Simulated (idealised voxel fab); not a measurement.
Process module name: voxel fin reveal
The cross-section on display is named cut; it measures 165 nm wide, and its cells are 5 nm squares.
Throughout this document, each cross-section is represented as a grid of square cells and is presented as a sequence of bands enumerated from the top downward, where a band comprises one or more rows of cells.
Quick guide to a band line: top height, bottom height (nm) up front; then every material left to right with its width in nm. Only one material and it's marked "throughout"? Then it fills the band edge to edge. And "empty" just means empty space.
Heights from 0 (as-received wafer is one material below). Bottom band endless downward, as "from 0 down".
The notation "30->40" denotes a width that varies across the rows of cells in the band, beginning at the first number in the top row, finishing at the second number in the bottom row, and changing by an identical amount from each row to the next.
"no alterations made", as given for a step, is the statement that not any cell of the cross-section underwent a change during that step.
The entry "Catalogued sealed voids" lists the empty spaces that cover at least 8 cells and have no open path to the top. Each is written as width x height at distance, where the distance is measured from the left edge and all three values are in nm.
On a step's line, text after the settings is the simulator commenting on that step.
overlay nm: how far to the right of its planned place the mask lay on this masked step (negative: to the left).
[The steps planned for the process are as follows]
- 1: RECEIVE (material Si)
- 2: CONFORMAL_DEP (material SiN; thk nm 5)
- 3: PATTERN (tone cover; mask id FINS; material resist; width nm 15; pitch nm 35; thk nm 20; overlay nm 0)
- 4: DIRECTIONAL_ETCH (etch materials SiN; depth nm 5)
- 5: DIRECTIONAL_ETCH (etch materials Si; depth nm 30)
- 6: STRIP (etch materials resist)
- 7: OXIDIZE (depth nm 5)
- 8: FILL_DEP (material SiO2; thk nm 5)
- 9: CMP (height nm 5)
- 10: SELECTIVE_ETCH (etch materials SiO2; depth nm 20)
- 11: STRIP (etch materials SiN)
- 12: CONFORMAL_DEP (material HfO2; thk nm 5)
[Cross-section of the incoming wafer, state after step 1]
from 0 down  Si throughout
Catalogued sealed voids: none
[This is how the wafer looks in cross-section once the module is done, given the starting state and plan above and one mistake in carrying the plan out]
from 0 to -15  25 of empty | 5 of Si | 30 of empty | 5 of Si | 30 of empty | 5 of Si | 30 of empty | 5 of Si | 30 of empty
from -15 to -35  25 of SiO2 | 5 of Si | 30 of SiO2 | 5 of Si | 30 of SiO2 | 5 of Si | 30 of SiO2 | 5 of Si | 30 of SiO2
from -35 down  Si throughout
Catalogued sealed voids: none
So what did we get wrong on this run? not run: step 12 of the plan (skipped)
